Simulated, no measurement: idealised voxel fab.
The document below concerns the process module designated voxel plated lines.
Section cut is 290 nm wide and gridded with 5 nm square cells.
Bands, listed from the top down, are how a cross-section gets written in this document; the cross-section itself is a grid of square cells, and a band is one or more rows of them.
Basically the band line says how high the top is and how high the bottom is, in nm, and then what's in it from left to right, every material with its width in nm. Empty space shows up as "air", and if a single material carries "edge to edge" it runs the full band edge to edge.
Zero point of the height axis is 0; under it, received wafer = one material. Lowest band: continues down indefinitely, "top 0, no bottom".
Think of "30 to 40" as a width that walks from the first number to the second as you go down the band, top row to bottom row, taking equal-sized steps from row to row.
A step reported as "nothing altered" is a step in which no cell of the cross-section changed.
Enclosed voids (no open way to top), threshold 8 cells or more, entry "Enclosed internal voids", notation width x height at distance, distance from left edge, nm.
Past the settings on a step's line: simulator remark, on that step.
overlay nm: mask offset rightward from planned place, masked step; negative means leftward offset.

The following list gives the planned process steps:
1) RECEIVE [material Si]
2) CONFORMAL_DEP [material SiN] [thk nm 5]
3) DIRECTIONAL_DEP [material TiN] [thk nm 5]
4) PATTERN [tone open] [mask id LINES] [material resist] [width nm 15] [pitch nm 40] [thk nm 30] [overlay nm 0]
5) EPI [material Ru] [thk nm 10]
6) EPI [material Ru] [thk nm 10]
7) STRIP [etch materials resist]
8) DIRECTIONAL_ETCH [etch materials TiN] [depth nm 5]
9) CONFORMAL_DEP [material SiO2] [thk nm 5]

Account of the first of two wafers, which was processed as intended:

Step 1 complete: cross-section of the wafer as received:
    top 0, no bottom | Si edge to edge
    Enclosed internal voids: none

State of the wafer after step 2, shown in cross-section:
    top 5, bottom 0 | SiN edge to edge
    Beneath the level 0, the cross-section is identical to its previous state.

State of the wafer after step 3, shown in cross-section:
    top 10, bottom 5 | TiN edge to edge
    Beneath the level 5, the cross-section is identical to its previous state.

State of the wafer after step 4, shown in cross-section:
    top 40, bottom 10 | resist 115 nm; air 15 nm; resist 25 nm; air 15 nm; resist 120 nm
    Beneath the level 10, the cross-section is identical to its previous state.

State of the wafer after step 5, shown in cross-section:
    top 40, bottom 20 | resist 115 nm; air 15 nm; resist 25 nm; air 15 nm; resist 120 nm
    top 20, bottom 10 | resist 115 nm; Ru 15 nm; resist 25 nm; Ru 15 nm; resist 120 nm
    Beneath the level 10, the cross-section is identical to its previous state.

State of the wafer after step 6, shown in cross-section:
    top 40, bottom 30 | resist 115 nm; air 15 nm; resist 25 nm; air 15 nm; resist 120 nm
    top 30, bottom 10 | resist 115 nm; Ru 15 nm; resist 25 nm; Ru 15 nm; resist 120 nm
    Beneath the level 10, the cross-section is identical to its previous state.

State of the wafer after step 7, shown in cross-section:
    top 30, bottom 10 | air 115 nm; Ru 15 nm; air 25 nm; Ru 15 nm; air 120 nm
    Beneath the level 10, the cross-section is identical to its previous state.

State of the wafer after step 8, shown in cross-section:
    top 30, bottom 10 | air 115 nm; Ru 15 nm; air 25 nm; Ru 15 nm; air 120 nm
    top 10, bottom 5 | air 115 nm; TiN 15 nm; air 25 nm; TiN 15 nm; air 120 nm
    Beneath the level 5, the cross-section is identical to its previous state.

State of the wafer after step 9, shown in cross-section:
    top 35, bottom 30 | air 110 nm; SiO2 25 nm; air 15 nm; SiO2 25 nm; air 115 nm
    top 30, bottom 10 | air 110 nm; SiO2 5 nm; Ru 15 nm; SiO2 5 nm; air 15 nm; SiO2 5 nm; Ru 15 nm; SiO2 5 nm; air 115 nm
    top 10, bottom 5 | SiO2 115 nm; TiN 15 nm; SiO2 25 nm; TiN 15 nm; SiO2 120 nm
    Beneath the level 5, the cross-section is identical to its previous state.

Here the second wafer is described. Its start and its plan were those of the first wafer. Its run contained one mistake. Up to and including step 5, it did exactly what the first wafer did:

Cross-section of the second wafer at the time step 6 of the plan should have ended:
    top 20, bottom 10 | air 115 nm; Ru 15 nm; air 25 nm; Ru 15 nm; air 120 nm
    Beneath the level 10, the cross-section is identical to its previous state.

Cross-section of the second wafer at the time step 7 of the plan should have ended:
    top 30, bottom 20 | air 105 nm; Ru 35 nm; air 5 nm; Ru 35 nm; air 110 nm
    top 20, bottom 10 | Ru edge to edge
    Beneath the level 10, the cross-section is identical to its previous state.

Cross-section of the second wafer at the time step 8 of the plan should have ended: nothing altered

Cross-section of the second wafer at the time step 9 of the plan should have ended:
    top 35, bottom 30 | air 100 nm; SiO2 85 nm; air 105 nm
    top 30, bottom 25 | air 100 nm; SiO2 5 nm; Ru 35 nm; SiO2 5 nm; Ru 35 nm; SiO2 5 nm; air 105 nm
    top 25, bottom 20 | SiO2 105 nm; Ru 35 nm; SiO2 5 nm; Ru 35 nm; SiO2 110 nm
    Beneath the level 20, the cross-section is identical to its previous state.
Short version of what went wrong: step 7 occupied the plan position of step 6, and the converse holds as well
Wrapping up, a cell-based count of both wafers puts the second over or under the first for these materials: 120 more of Ru; 14 fewer of SiO2; 52 more of TiN
